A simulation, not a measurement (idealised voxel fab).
The following is a process module called voxel ribs on slabs.
Section shown: cut. Width: 190 nm. Cell size: 5 nm, square.
We lay out every cross-section as a grid of square cells and spell it out in bands from the top down, where one band means one or more rows of cells.
A band entry consists of two parts. The first gives the height of the band's top and the height of its bottom, in nm. The rest lists the band's materials from left to right, each with its width in nm. A single material labelled with the word "full width" fills the band from edge to edge, and the word "blank" marks empty space.
Heights are measured from 0, the level below which the as-received wafer is all one material; the lowest band has no bottom and continues downward, written as in "0 and below".
Per-row width for "30..40": begins at first number (top row of band), ends at second number (bottom row), increment between rows held constant.
Take "nothing different" at face value: in the step it is given for, the cross-section changed in none of its cells.
Entry "Closed void table". Content: empty spaces with no open connection to the top, size 8 cells or greater. Each: width x height at distance. Distance: from left edge. Unit: nm.
Formally, on a step line, whatever follows the settings is a remark that the simulator itself makes on the step.
"overlay nm" on a masked step: distance the mask lay right of its planned place, negative for left.
**Planned process steps**
1) RECEIVE, material Si
2) DIRECTIONAL_DEP, material SiO2, thk nm 30
3) DIRECTIONAL_DEP, material polySi, thk nm 15
4) MASKED_ETCH, tone cover, mask id RIB, width nm 25, etch materials polySi, depth nm 10, overlay nm 0
5) MASKED_ETCH, tone cover, mask id SLAB, width nm 65, etch materials polySi, depth nm 5, overlay nm 0
6) FILL_DEP, material SiO2, thk nm 15
7) CMP, height nm 55
8) DIRECTIONAL_DEP, material TiN, thk nm 10
9) PATTERN, tone cover, mask id HEATER, material resist, width nm 35, thk nm 15, overlay nm 0
10) DIRECTIONAL_ETCH, etch materials TiN, depth nm 10
11) STRIP, etch materials resist
12) CONFORMAL_DEP, material SiN, thk nm 10
**As-received wafer cross-section (after step 1)**
  0 and below  Si full width
  Closed void table: none
**What the wafer looks like in cross-section after this module, when it starts as shown above and follows the plan above but one mistake is made in running it**
  65 down to 55  blank 75 | TiN 35 | blank 80
  55 down to 45  SiO2 full width
  45 down to 35  SiO2 80 | polySi 25 | SiO2 85
  35 down to 30  SiO2 60 | polySi 65 | SiO2 65
  30 down to 0  SiO2 full width
  0 and below  Si full width
  Closed void table: none
Deviation noted in wafer processing: plan step 12 never ran because it was skipped
